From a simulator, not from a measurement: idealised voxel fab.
The process module presented herein is designated voxel fin reveal.
cross-section cut | 165 nm wide | cells 5 nm
How to read a cross-section here: the picture is a grid of square cells, written as bands going from the top down, and any band can span one or more rows of cells.
Each band's line starts with the height of the band's top and of its bottom, in nm. Then come its materials from left to right, each with its width in nm. One material with "full width" fills the band from edge to edge. "empty" is empty space.
Heights are measured from 0, the level below which the as-received wafer is all one material; the lowest band has no bottom and continues downward, written as in "0..down".
Per-row width for "30..40": begins at first number (top row of band), ends at second number (bottom row), increment between rows held constant.
Where the words "nothing was modified" appear for a step, the cross-section shows no cell changed by that step; every cell remained as before.
Look at "Closed void catalog" for the closed voids: empty spaces with no open path to the top, sized 8 cells or up. Each is width x height at distance, distance from the left edge, all nm.
It should be noted that, on the line of a given step, the content following the step's settings is a remark produced by the simulator itself with respect to that step.
You can add "overlay nm" to a step's line. For a step with a mask, it describes how far the mask lay to the right of its planned position, and a negative number describes a lay to the left.

**Process steps (planned)**
1) RECEIVE,material Si
2) CONFORMAL_DEP,material SiN,thk nm 10
3) PATTERN,tone cover,mask id FINS,material resist,width nm 15,pitch nm 35,thk nm 20,overlay nm -15
4) DIRECTIONAL_ETCH,etch materials SiN,depth nm 10
5) DIRECTIONAL_ETCH,etch materials Si,depth nm 30
6) STRIP,etch materials resist
7) FILL_DEP,material SiO2,thk nm 10
8) CMP,height nm 10
9) SELECTIVE_ETCH,etch materials SiO2,depth nm 25
10) STRIP,etch materials SiN
Same starting wafers, different overlay nm at step 3. Plan value belongs to the first wafer.

**Received condition of the first of several wafers, sectioned: post-step 1**
- 0..down | Si full width
- Closed void catalog: none

**Cross-section, first of several wafers, end of module, after last step 10**
- 0..-15 | empty 40, then Si 15, then empty 20, then Si 15, then empty 75
- -15..-30 | SiO2 40, then Si 15, then SiO2 20, then Si 15, then SiO2 75
- -30..down | Si full width
- Closed void catalog: none

**So this is the cross-section on the last wafer at the end of the module**
- 0..-15 | empty 70, then Si 15, then empty 20, then Si 15, then empty 45
- -15..-30 | SiO2 70, then Si 15, then SiO2 20, then Si 15, then SiO2 45
- -30..down | Si full width
- Closed void catalog: none

**Basically each wafer gets a line in the table, showing it at the end of the module: material by material, the cells it gained (+) or lost (-) since we got it, then its closed voids**
overlay nm -15, -162 Si, +81 SiO2, Closed void catalog: none
overlay nm -10, -162 Si, +81 SiO2, Closed void catalog: none
overlay nm -5, -162 Si, +81 SiO2, Closed void catalog: none
overlay nm 0, -162 Si, +81 SiO2, Closed void catalog: none
overlay nm 5, -162 Si, +81 SiO2, Closed void catalog: none
overlay nm 10, -162 Si, +81 SiO2, Closed void catalog: none
overlay nm 15, -162 Si, +81 SiO2, Closed void catalog: none
